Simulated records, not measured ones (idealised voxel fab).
process module | voxel released beams
cross-section cut | 265 nm wide | cells 5 nm
A cross-section is a grid of square cells, given in bands from the top down. A band is one or more rows of cells.
Each band's line starts with the height of the band's top and of its bottom, in nm. Then come its materials from left to right, each with its width in nm. One material with "throughout" fills the band from edge to edge. "air" is empty space.
Height 0 is the level under which the wafer as received is all one material. The lowest band goes on downwards, as in "0 down".
A width such as "30 to 40" changes by the same amount from each row of cells to the next, from the band's top row to its bottom row.
"no change" after a step means that no cell of the cross-section changed.
closed voids: empty space of 8 cells or more with no open way to the top, each as width x height at its distance from the left edge, in nm
after a step's settings: what the simulator itself notes on the step
overlay nm, on a step with a mask: how far to the right of its planned place the mask lay; to the left if negative
plan
1 op RECEIVE | material Si
2 op CONFORMAL_DEP | material SiN | thk nm 5
3 op DIRECTIONAL_DEP | material SiO2 | thk nm 20
4 op DIRECTIONAL_DEP | material aC | thk nm 15
5 op PATTERN | tone open | mask id ANCHOR | material resist | width nm 45 | thk nm 35 | overlay nm 0
6 op DIRECTIONAL_ETCH | etch materials aC | depth nm 15
7 op STRIP | etch materials resist
8 op DIRECTIONAL_ETCH | etch materials SiO2 | depth nm 20
9 op STRIP | etch materials aC
10 op CONFORMAL_DEP | material W | thk nm 15
11 op DIRECTIONAL_DEP | material aC | thk nm 10
12 op PATTERN | tone cover | mask id BEAM | material resist | width nm 95 | thk nm 30 | overlay nm 0
13 op DIRECTIONAL_ETCH | etch materials aC | depth nm 10
14 op STRIP | etch materials resist
15 op DIRECTIONAL_ETCH | etch materials W | depth nm 15
16 op STRIP | etch materials aC
17 op STRIP | etch materials SiO2
as received, after step 1
  0 down: Si throughout
  closed voids: none
a wafer at the end: this start, this plan, one mistake
  55 to 40: air 80 | W 95 | air 90
  40 to 25: W throughout
  25 to 5: SiO2 85 | W 45 | SiO2 135
  5 to 0: SiN throughout
  0 down: Si throughout
  closed voids: none
what went wrong: step 10 was run twice
